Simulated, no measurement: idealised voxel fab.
Documented hereafter: the process module known as voxel self aligned vias.
In the cross-section labelled cut, the width is 260 nm and each square cell is 5 nm.
When this document writes out a cross-section, it uses a grid of square cells and lists it as bands, beginning at the top and moving down, with a band standing for one or more rows of cells. It is stipulated that each band's entry specify, in nanometres, the height of the top of the band and then that of its bottom, followed by the materials of the band in left-to-right sequence, each together with its width in nanometres. A single material marked by the word "edge to edge" is understood to fill the band from edge to edge; the word "blank" is understood to denote empty space. Heights from 0 (as-received wafer is one material below). Bottom band endless downward, as "0 nm and below". So if you see something like "30->40" for the width, read it as the top row of the band sitting at the first number and the bottom row at the second, with every row in between moving by the same amount as the last. Basically "identical to before" means that step didn't change any cell in the cross-section. Any empty space of 8 cells or more lacking an open way to the top shows up in "Cavities, sealed" as width x height at distance, distance from the left edge, in nm. Past the settings on a step's line: simulator remark, on that step. overlay nm: mask right of planned place by this much (step with mask). Neg. = left.

Set out below are the planned steps of the process:
1,RECEIVE,material Si
2,CONFORMAL_DEP,material SiO2,thk nm 10
3,CONFORMAL_DEP,material SiCN,thk nm 5
4,DIRECTIONAL_DEP,material lowk,thk nm 30
5,MASKED_ETCH,tone open,mask id LINES,width nm 30,pitch nm 70,etch materials lowk,depth nm 30,overlay nm 0
6,CONFORMAL_DEP,material TiN,thk nm 5
7,FILL_DEP,material Ru,thk nm 5
8,CMP,height nm 45
9,SELECTIVE_ETCH,etch materials W Ru TiN,depth nm 10
10,FILL_DEP,material SiN,thk nm 5
11,CMP,height nm 45
12,DIRECTIONAL_DEP,material lowk,thk nm 15
13,MASKED_ETCH,tone open,mask id VIAS,width nm 50,pitch nm 140,etch materials lowk,depth nm 15,overlay nm 0
14,MASKED_ETCH,tone open,mask id VIAS,width nm 50,pitch nm 140,etch materials SiN,depth nm 10,overlay nm 0
15,CONFORMAL_DEP,material TiN,thk nm 5
16,FILL_DEP,material Ru,thk nm 10
17,CMP,height nm 60
18,CONFORMAL_DEP,material SiCN,thk nm 5

Cross-section: wafer on arrival = after step 1:
    0 nm and below  Si edge to edge
    Cavities, sealed: none

The plan above was carried out on the starting structure above with one mistake, and this cross-section shows the wafer at the end of the module:
    65 nm to 60 nm  SiCN edge to edge
    60 nm to 50 nm  35 nm lowk; 5 nm TiN; 40 nm Ru; 5 nm TiN; 90 nm lowk; 5 nm TiN; 40 nm Ru; 5 nm TiN; 35 nm lowk
    50 nm to 45 nm  35 nm lowk; 15 nm TiN; 20 nm Ru; 15 nm TiN; 90 nm lowk; 15 nm TiN; 20 nm Ru; 15 nm TiN; 35 nm lowk
    45 nm to 40 nm  45 nm lowk; 5 nm TiN; 20 nm Ru; 5 nm TiN; 40 nm lowk; 30 nm SiN; 40 nm lowk; 5 nm TiN; 20 nm Ru; 5 nm TiN; 45 nm lowk
    40 nm to 35 nm  45 nm lowk; 30 nm TiN; 40 nm lowk; 30 nm SiN; 40 nm lowk; 30 nm TiN; 45 nm lowk
    35 nm to 30 nm  45 nm lowk; 5 nm TiN; 20 nm Ru; 5 nm TiN; 40 nm lowk; 5 nm TiN; 20 nm Ru; 5 nm TiN; 40 nm lowk; 5 nm TiN; 20 nm Ru; 5 nm TiN; 45 nm lowk
    30 nm to 25 nm  45 nm lowk; 30 nm TiN; 40 nm lowk; 30 nm TiN; 40 nm lowk; 30 nm TiN; 45 nm lowk
    25 nm to 10 nm  SiCN edge to edge
    10 nm to 0 nm  SiO2 edge to edge
    0 nm and below  Si edge to edge
    Cavities, sealed: none
Which mistake was made when the wafer was run? contrary to plan, step 3 was performed as CONFORMAL_DEP,material SiCN,thk nm 15
